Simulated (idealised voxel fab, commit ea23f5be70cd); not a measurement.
process module | voxel self aligned contacts
cross-section cut | 235 nm wide | cells 5 nm
A cross-section is a grid of square cells, given in bands from the top down. A band is one or more rows of cells.
Each band's line starts with the height of the band's top and of its bottom, in nm. Then come its materials from left to right, each with its width in nm. One material with "throughout" fills the band from edge to edge. "air" is empty space.
Height 0 is the level under which the wafer as received is all one material. The lowest band goes on downwards, as in "0 down".
A width such as "30 to 40" changes by the same amount from each row of cells to the next, from the band's top row to its bottom row.
"no change" after a step means that no cell of the cross-section changed.
closed voids: empty space of 8 cells or more with no open way to the top, each as width x height at its distance from the left edge, in nm
after a step's settings: what the simulator itself notes on the step
overlay nm, on a step with a mask: how far to the right of its planned place the mask lay; to the left if negative
plan
1 op RECEIVE | material Si
2 op OXIDIZE | depth nm 5
3 op DIRECTIONAL_DEP | material polySi | thk nm 30
4 op DIRECTIONAL_DEP | material SiN | thk nm 20
5 op PATTERN | tone cover | mask id GATE | material resist | width nm 30 | pitch nm 70 | thk nm 15 | overlay nm 0
6 op DIRECTIONAL_ETCH | etch materials SiN | depth nm 20
7 op DIRECTIONAL_ETCH | etch materials polySi | depth nm 30
8 op STRIP | etch materials resist
9 op CONFORMAL_DEP | material SiN | thk nm 10
10 op DIRECTIONAL_ETCH | etch materials SiN | depth nm 10
11 op FILL_DEP | material SiO2 | thk nm 20
12 op CMP | height nm 60
13 op DIRECTIONAL_DEP | material aC | thk nm 15
14 op PATTERN | tone open | mask id CONTACT | material resist | width nm 50 | pitch nm 70 | thk nm 30 | overlay nm 0
15 op DIRECTIONAL_ETCH | etch materials aC | depth nm 15
16 op STRIP | etch materials resist
17 op DIRECTIONAL_ETCH | etch materials SiO2 | depth nm 65
18 op STRIP | etch materials aC
19 op CONFORMAL_DEP | material TiN | thk nm 5
20 op FILL_DEP | material W | thk nm 5
21 op CMP | height nm 60
22 op CONFORMAL_DEP | material SiCN | thk nm 5
first wafer, as planned
as received, after step 1
  0 down: Si throughout
  closed voids: none
after step 2
  0 to -5: SiO2 throughout
  below -5: unchanged
after step 3
  30 to 0: polySi throughout
  below 0: unchanged
after step 4
  50 to 30: SiN throughout
  below 30: unchanged
after step 5
  65 to 50: air 30 | resist 30 | air 40 | resist 30 | air 40 | resist 30 | air 35
  below 50: unchanged
after step 6
  65 to 50: air 30 | resist 30 | air 40 | resist 30 | air 40 | resist 30 | air 35
  50 to 30: air 30 | SiN 30 | air 40 | SiN 30 | air 40 | SiN 30 | air 35
  below 30: unchanged
after step 7
  65 to 50: air 30 | resist 30 | air 40 | resist 30 | air 40 | resist 30 | air 35
  50 to 30: air 30 | SiN 30 | air 40 | SiN 30 | air 40 | SiN 30 | air 35
  30 to 0: air 30 | polySi 30 | air 40 | polySi 30 | air 40 | polySi 30 | air 35
  below 0: unchanged
after step 8
  50 to 30: air 30 | SiN 30 | air 40 | SiN 30 | air 40 | SiN 30 | air 35
  below 30: unchanged
after step 9
  60 to 30: air 20 | SiN 50 | air 20 | SiN 50 | air 20 | SiN 50 | air 25
  30 to 10: air 20 | SiN 10 | polySi 30 | SiN 10 | air 20 | SiN 10 | polySi 30 | SiN 10 | air 20 | SiN 10 | polySi 30 | SiN 10 | air 25
  10 to 0: SiN 30 | polySi 30 | SiN 40 | polySi 30 | SiN 40 | polySi 30 | SiN 35
  below 0: unchanged
after step 10
  50 to 30: air 20 | SiN 50 | air 20 | SiN 50 | air 20 | SiN 50 | air 25
  30 to 0: air 20 | SiN 10 | polySi 30 | SiN 10 | air 20 | SiN 10 | polySi 30 | SiN 10 | air 20 | SiN 10 | polySi 30 | SiN 10 | air 25
  below 0: unchanged
after step 11
  70 to 50: SiO2 throughout
  50 to 30: SiO2 20 | SiN 50 | SiO2 20 | SiN 50 | SiO2 20 | SiN 50 | SiO2 25
  30 to 0: SiO2 20 | SiN 10 | polySi 30 | SiN 10 | SiO2 20 | SiN 10 | polySi 30 | SiN 10 | SiO2 20 | SiN 10 | polySi 30 | SiN 10 | SiO2 25
  below 0: unchanged
after step 12
  60 to 50: SiO2 throughout
  below 50: unchanged
after step 13
  75 to 60: aC throughout
  below 60: unchanged
after step 14
  105 to 75: resist 55 | air 50 | resist 20 | air 50 | resist 60
  below 75: unchanged
after step 15
  90 to 75: resist 55 | air 50 | resist 20 | air 50 | resist 60
  75 to 60: aC 55 | air 50 | aC 20 | air 50 | aC 60
  below 60: unchanged
after step 16
  75 to 60: aC 55 | air 50 | aC 20 | air 50 | aC 60
  below 60: unchanged
after step 17
  75 to 60: aC 55 | air 50 | aC 20 | air 50 | aC 60
  60 to 50: SiO2 55 | air 50 | SiO2 20 | air 50 | SiO2 60
  50 to 30: SiO2 20 | SiN 50 | air 20 | SiN 50 | air 20 | SiN 50 | SiO2 25
  30 to 0: SiO2 20 | SiN 10 | polySi 30 | SiN 10 | air 20 | SiN 10 | polySi 30 | SiN 10 | air 20 | SiN 10 | polySi 30 | SiN 10 | SiO2 25
  0 to -5: SiO2 70 | air 20 | SiO2 50 | air 20 | SiO2 75
  below -5: unchanged
after step 18
  60 to 50: SiO2 55 | air 50 | SiO2 20 | air 50 | SiO2 60
  below 50: unchanged
after step 19
  65 to 60: TiN 60 | air 40 | TiN 30 | air 40 | TiN 65
  60 to 50: SiO2 55 | TiN 5 to 20 | air 40 to 10 | TiN 5 to 20 | SiO2 20 | TiN 5 to 20 | air 40 to 10 | TiN 5 to 20 | SiO2 60
  50 to 30: SiO2 20 | SiN 50 | TiN 5 | air 10 | TiN 5 | SiN 50 | TiN 5 | air 10 | TiN 5 | SiN 50 | SiO2 25
  30 to 0: SiO2 20 | SiN 10 | polySi 30 | SiN 10 | TiN 5 | air 10 | TiN 5 | SiN 10 | polySi 30 | SiN 10 | TiN 5 | air 10 | TiN 5 | SiN 10 | polySi 30 | SiN 10 | SiO2 25
  0 to -5: SiO2 70 | TiN 20 | SiO2 50 | TiN 20 | SiO2 75
  below -5: unchanged
after step 20
  70 to 65: W throughout
  65 to 60: TiN 60 | W 40 | TiN 30 | W 40 | TiN 65
  60 to 50: SiO2 55 | TiN 5 to 20 | W 40 to 10 | TiN 5 to 20 | SiO2 20 | TiN 5 to 20 | W 40 to 10 | TiN 5 to 20 | SiO2 60
  50 to 30: SiO2 20 | SiN 50 | TiN 5 | W 10 | TiN 5 | SiN 50 | TiN 5 | W 10 | TiN 5 | SiN 50 | SiO2 25
  30 to 0: SiO2 20 | SiN 10 | polySi 30 | SiN 10 | TiN 5 | W 10 | TiN 5 | SiN 10 | polySi 30 | SiN 10 | TiN 5 | W 10 | TiN 5 | SiN 10 | polySi 30 | SiN 10 | SiO2 25
  below 0: unchanged
after step 21
  60 to 50: SiO2 55 | TiN 5 to 20 | W 40 to 10 | TiN 5 to 20 | SiO2 20 | TiN 5 to 20 | W 40 to 10 | TiN 5 to 20 | SiO2 60
  below 50: unchanged
after step 22
  65 to 60: SiCN throughout
  below 60: unchanged
second wafer: like start, like plan, one mistake. Through step 2 it matches the first wafer
when step 3 should have ended
  35 to 0: polySi throughout
  below 0: unchanged
when step 4 should have ended
  55 to 35: SiN throughout
  below 35: unchanged
when step 5 should have ended
  70 to 55: air 30 | resist 30 | air 40 | resist 30 | air 40 | resist 30 | air 35
  below 55: unchanged
when step 6 should have ended
  70 to 55: air 30 | resist 30 | air 40 | resist 30 | air 40 | resist 30 | air 35
  55 to 35: air 30 | SiN 30 | air 40 | SiN 30 | air 40 | SiN 30 | air 35
  below 35: unchanged
when step 7 should have ended
  70 to 55: air 30 | resist 30 | air 40 | resist 30 | air 40 | resist 30 | air 35
  55 to 35: air 30 | SiN 30 | air 40 | SiN 30 | air 40 | SiN 30 | air 35
  35 to 5: air 30 | polySi 30 | air 40 | polySi 30 | air 40 | polySi 30 | air 35
  below 5: unchanged
when step 8 should have ended
  55 to 35: air 30 | SiN 30 | air 40 | SiN 30 | air 40 | SiN 30 | air 35
  below 35: unchanged
when step 9 should have ended
  65 to 35: air 20 | SiN 50 | air 20 | SiN 50 | air 20 | SiN 50 | air 25
  35 to 15: air 20 | SiN 10 | polySi 30 | SiN 10 | air 20 | SiN 10 | polySi 30 | SiN 10 | air 20 | SiN 10 | polySi 30 | SiN 10 | air 25
  15 to 5: SiN 30 | polySi 30 | SiN 40 | polySi 30 | SiN 40 | polySi 30 | SiN 35
  below 5: unchanged
when step 10 should have ended
  55 to 35: air 20 | SiN 50 | air 20 | SiN 50 | air 20 | SiN 50 | air 25
  35 to 5: air 20 | SiN 10 | polySi 30 | SiN 10 | air 20 | SiN 10 | polySi 30 | SiN 10 | air 20 | SiN 10 | polySi 30 | SiN 10 | air 25
  below 5: unchanged
when step 11 should have ended
  75 to 55: SiO2 throughout
  55 to 35: SiO2 20 | SiN 50 | SiO2 20 | SiN 50 | SiO2 20 | SiN 50 | SiO2 25
  35 to 5: SiO2 20 | SiN 10 | polySi 30 | SiN 10 | SiO2 20 | SiN 10 | polySi 30 | SiN 10 | SiO2 20 | SiN 10 | polySi 30 | SiN 10 | SiO2 25
  below 5: unchanged
when step 12 should have ended
  60 to 55: SiO2 throughout
  below 55: unchanged
when step 13 should have ended
  75 to 60: aC throughout
  below 60: unchanged
when step 14 should have ended
  105 to 75: resist 55 | air 50 | resist 20 | air 50 | resist 60
  below 75: unchanged
when step 15 should have ended
  90 to 75: resist 55 | air 50 | resist 20 | air 50 | resist 60
  75 to 60: aC 55 | air 50 | aC 20 | air 50 | aC 60
  below 60: unchanged
when step 16 should have ended
  75 to 60: aC 55 | air 50 | aC 20 | air 50 | aC 60
  below 60: unchanged
when step 17 should have ended
  75 to 60: aC 55 | air 50 | aC 20 | air 50 | aC 60
  60 to 55: SiO2 55 | air 50 | SiO2 20 | air 50 | SiO2 60
  55 to 35: SiO2 20 | SiN 50 | air 20 | SiN 50 | air 20 | SiN 50 | SiO2 25
  35 to 5: SiO2 20 | SiN 10 | polySi 30 | SiN 10 | air 20 | SiN 10 | polySi 30 | SiN 10 | air 20 | SiN 10 | polySi 30 | SiN 10 | SiO2 25
  below 5: unchanged
when step 18 should have ended
  60 to 55: SiO2 55 | air 50 | SiO2 20 | air 50 | SiO2 60
  below 55: unchanged
when step 19 should have ended
  65 to 60: TiN 60 | air 40 | TiN 30 | air 40 | TiN 65
  60 to 55: SiO2 55 | TiN 20 | air 10 | TiN 20 | SiO2 20 | TiN 20 | air 10 | TiN 20 | SiO2 60
  55 to 35: SiO2 20 | SiN 50 | TiN 5 | air 10 | TiN 5 | SiN 50 | TiN 5 | air 10 | TiN 5 | SiN 50 | SiO2 25
  35 to 10: SiO2 20 | SiN 10 | polySi 30 | SiN 10 | TiN 5 | air 10 | TiN 5 | SiN 10 | polySi 30 | SiN 10 | TiN 5 | air 10 | TiN 5 | SiN 10 | polySi 30 | SiN 10 | SiO2 25
  10 to 5: SiO2 20 | SiN 10 | polySi 30 | SiN 10 | TiN 20 | SiN 10 | polySi 30 | SiN 10 | TiN 20 | SiN 10 | polySi 30 | SiN 10 | SiO2 25
  below 5: unchanged
when step 20 should have ended
  70 to 65: W throughout
  65 to 60: TiN 60 | W 40 | TiN 30 | W 40 | TiN 65
  60 to 55: SiO2 55 | TiN 20 | W 10 | TiN 20 | SiO2 20 | TiN 20 | W 10 | TiN 20 | SiO2 60
  55 to 35: SiO2 20 | SiN 50 | TiN 5 | W 10 | TiN 5 | SiN 50 | TiN 5 | W 10 | TiN 5 | SiN 50 | SiO2 25
  35 to 10: SiO2 20 | SiN 10 | polySi 30 | SiN 10 | TiN 5 | W 10 | TiN 5 | SiN 10 | polySi 30 | SiN 10 | TiN 5 | W 10 | TiN 5 | SiN 10 | polySi 30 | SiN 10 | SiO2 25
  below 10: unchanged
when step 21 should have ended
  60 to 55: SiO2 55 | TiN 20 | W 10 | TiN 20 | SiO2 20 | TiN 20 | W 10 | TiN 20 | SiO2 60
  below 55: unchanged
when step 22 should have ended
  65 to 60: SiCN throughout
  below 60: unchanged
what went wrong: step 3 ran as: op DIRECTIONAL_DEP | material polySi | thk nm 35
at the end the second wafer has, in cells: 19 fewer of SiO2 | 8 fewer of TiN | 20 fewer of W | 47 more of polySi
